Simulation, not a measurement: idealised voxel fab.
Title: Process Module voxel self aligned vias
Displayed cross-section: cut, width of 225 nm, square cells sized 5 nm.
A cross-section is written here as square cells arranged in a grid, and it is given in bands from the top down, each band taking up one or more rows of cells.
Top, bottom (nm), then materials left to right with widths (nm); lone material tagged "all across" fills the whole band edge to edge; "air" = empty space.
Heights are expressed relative to 0, this being the level below which the as-received wafer comprises one material exclusively. The lowest band is unbounded in the downward direction and is denoted as in "z 0 and below".
A width such as "30..40" changes by the same amount from each row of cells to the next, from the band's top row to its bottom row.
When a step is marked "nothing got changed", none of the cells in the cross-section changed during that step.
Listed in "Closed void catalog": every empty space of 8 or more cells without an open way to the top. Form: width x height at distance, the distance being from the left edge, all in nm.
Step line, after settings: the simulator's comment on this step.
overlay nm, on a step with a mask: how far to the right of its planned place the mask lay; to the left if negative
## This section lists the process steps that were planned
1) RECEIVE, material Si
2) CONFORMAL_DEP, material SiO2, thk nm 15
3) CONFORMAL_DEP, material SiCN, thk nm 5
4) DIRECTIONAL_DEP, material lowk, thk nm 30
5) PATTERN, tone open, mask id LINES, material resist, width nm 25, pitch nm 65, thk nm 20, overlay nm 0
6) DIRECTIONAL_ETCH, etch materials lowk, depth nm 30
7) STRIP, etch materials resist
8) CONFORMAL_DEP, material TiN, thk nm 5
9) FILL_DEP, material Ru, thk nm 10
10) CMP, height nm 50
11) SELECTIVE_ETCH, etch materials W Ru TiN, depth nm 10
12) FILL_DEP, material SiN, thk nm 10
13) CMP, height nm 50
14) DIRECTIONAL_DEP, material lowk, thk nm 15
15) MASKED_ETCH, tone open, mask id VIAS, width nm 35, pitch nm 65, etch materials lowk, depth nm 15, overlay nm 0
16) MASKED_ETCH, tone open, mask id VIAS, width nm 35, pitch nm 65, etch materials SiN, depth nm 10, overlay nm 0
17) CONFORMAL_DEP, material TiN, thk nm 5
18) FILL_DEP, material Ru, thk nm 10
19) CMP, height nm 65
20) CONFORMAL_DEP, material SiCN, thk nm 5
## Step 1 complete: cross-section of the wafer as received
	z 0 and below: Si all across
	Closed void catalog: none
## Post-module cross-section of the first of two wafers (run per plan)
	z 70 to 65: SiCN all across
	z 65 to 55: lowk 60 / TiN 5 / Ru 25 / TiN 5 / lowk 30 / TiN 5 / Ru 25 / TiN 5 / lowk 65
	z 55 to 45: lowk 60..65 / TiN 10..5 / Ru 15 / TiN 10..5 / lowk 30..40 / TiN 10..5 / Ru 15 / TiN 10..5 / lowk 65..70
	z 45 to 40: lowk 65 / TiN 25 / lowk 40 / TiN 25 / lowk 70
	z 40 to 25: lowk 65 / TiN 5 / Ru 15 / TiN 5 / lowk 40 / TiN 5 / Ru 15 / TiN 5 / lowk 70
	z 25 to 20: lowk 65 / TiN 25 / lowk 40 / TiN 25 / lowk 70
	z 20 to 15: SiCN all across
	z 15 to 0: SiO2 all across
	z 0 and below: Si all across
	Closed void catalog: none
## End-of-module cross-section of the second wafer: identical starting point and process plan to the first, with one processing mistake
	z 70 to 65: SiCN all across
	z 65 to 55: lowk 60 / TiN 5 / Ru 25 / TiN 5 / lowk 30 / TiN 5 / Ru 25 / TiN 5 / lowk 65
	z 55 to 50: lowk 60 / TiN 10 / Ru 10 / TiN 15 / lowk 30 / TiN 10 / Ru 10 / TiN 15 / lowk 65
	z 50 to 45: lowk 65 / TiN 5 / Ru 10 / TiN 5 / SiN 5 / lowk 40 / TiN 5 / Ru 10 / TiN 5 / SiN 5 / lowk 70
	z 45 to 40: lowk 65 / TiN 20 / SiN 5 / lowk 40 / TiN 20 / SiN 5 / lowk 70
	z 40 to 25: lowk 65 / TiN 5 / Ru 15 / TiN 5 / lowk 40 / TiN 5 / Ru 15 / TiN 5 / lowk 70
	z 25 to 20: lowk 65 / TiN 25 / lowk 40 / TiN 25 / lowk 70
	z 20 to 15: SiCN all across
	z 15 to 0: SiO2 all across
	z 0 and below: Si all across
	Closed void catalog: none
Here's what went sideways: step 16: run off-plan, actual operation and settings MASKED_ETCH, tone open, mask id VIAS, width nm 35, pitch nm 65, etch materials SiN, depth nm 10, overlay nm -10
The closing comparison, in cells, has the second wafer with more or fewer of some materials than the first: 4 fewer of Ru; 4 more of SiN
